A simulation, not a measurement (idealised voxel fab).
This section sets out a process module, namely voxel lift off.
We display cut, a cross-section 215 nm in width whose square cells are each 5 nm.
Cross-sections here: square-cell grids, written as top-down lists of bands, a band being one or more rows of cells.
Heights first: top, then bottom, in nm. Then materials, left to right, each with a width in nm. "full width" on a single material: fills the band edge to edge. "empty": empty space.
Convention: height 0 is the level below which the wafer, as received, is all one material. The lowest band does not terminate at the bottom but continues downward, represented as "from 0 down".
When a width is written as two numbers, as in "30..40", the first number is the width in the top row of cells of the band and the second is the width in its bottom row, and the width changes by the same amount from each row to the next.
Key: "no alteration" - step with no changed cell in the cross-section.
If an empty space has no open way to the top and is at least 8 cells in size, "Closed void list" lists it, written width x height at distance, where distance is measured from the left edge and every value is in nm.
Text after the settings on a step's line: the simulator's own remark on that step.
overlay nm: mask offset rightward from planned place, masked step; negative means leftward offset.

### Steps in the process plan
1: RECEIVE, material Si
2: CONFORMAL_DEP, material SiO2, thk nm 5
3: PATTERN, tone open, mask id LINES, material resist, width nm 30, pitch nm 45, thk nm 25, overlay nm 0
4: DIRECTIONAL_DEP, material Ru, thk nm 5
5: STRIP, etch materials resist
6: CONFORMAL_DEP, material SiCN, thk nm 10
For clarity, it should be stated that the wafers under discussion commence in an identical condition and differ with respect to the thk nm of step 4, the plan indicating the value that the first wafer had.

### As-received state after step 1, first of several wafers, cross-section
from 0 down: Si full width
Closed void list: none

### Last step of the module is step 6; after it, the first of several wafers in cross-section
from 20 to 15: 15 empty; 185 SiCN; 15 empty
from 15 to 10: SiCN full width
from 10 to 5: 25 SiCN; 30 Ru; 15 SiCN; 30 Ru; 15 SiCN; 30 Ru; 15 SiCN; 30 Ru; 25 SiCN
from 5 to 0: SiO2 full width
from 0 down: Si full width
Closed void list: none

### Last wafer, end of module, cross-section
from 35 to 25: 15 empty; 185 SiCN; 15 empty
from 25 to 15: 15 empty; 10 SiCN; 30 Ru; 15 SiCN; 30 Ru; 15 SiCN; 30 Ru; 15 SiCN; 30 Ru; 10 SiCN; 15 empty
from 15 to 5: 25 SiCN; 30 Ru; 15 SiCN; 30 Ru; 15 SiCN; 30 Ru; 15 SiCN; 30 Ru; 25 SiCN
from 5 to 0: SiO2 full width
from 0 down: Si full width
Closed void list: none

### Per-wafer rows below. For each material: cells gained (+) or lost (-) since the wafer was received, as of end of module. Then: closed voids
thk nm 5, +24 Ru, +99 SiCN, +43 SiO2, Closed void list: none
thk nm 10, +48 Ru, +112 SiCN, +43 SiO2, Closed void list: none
thk nm 15, +72 Ru, +125 SiCN, +43 SiO2, Closed void list: none
thk nm 20, +96 Ru, +138 SiCN, +43 SiO2, Closed void list: none
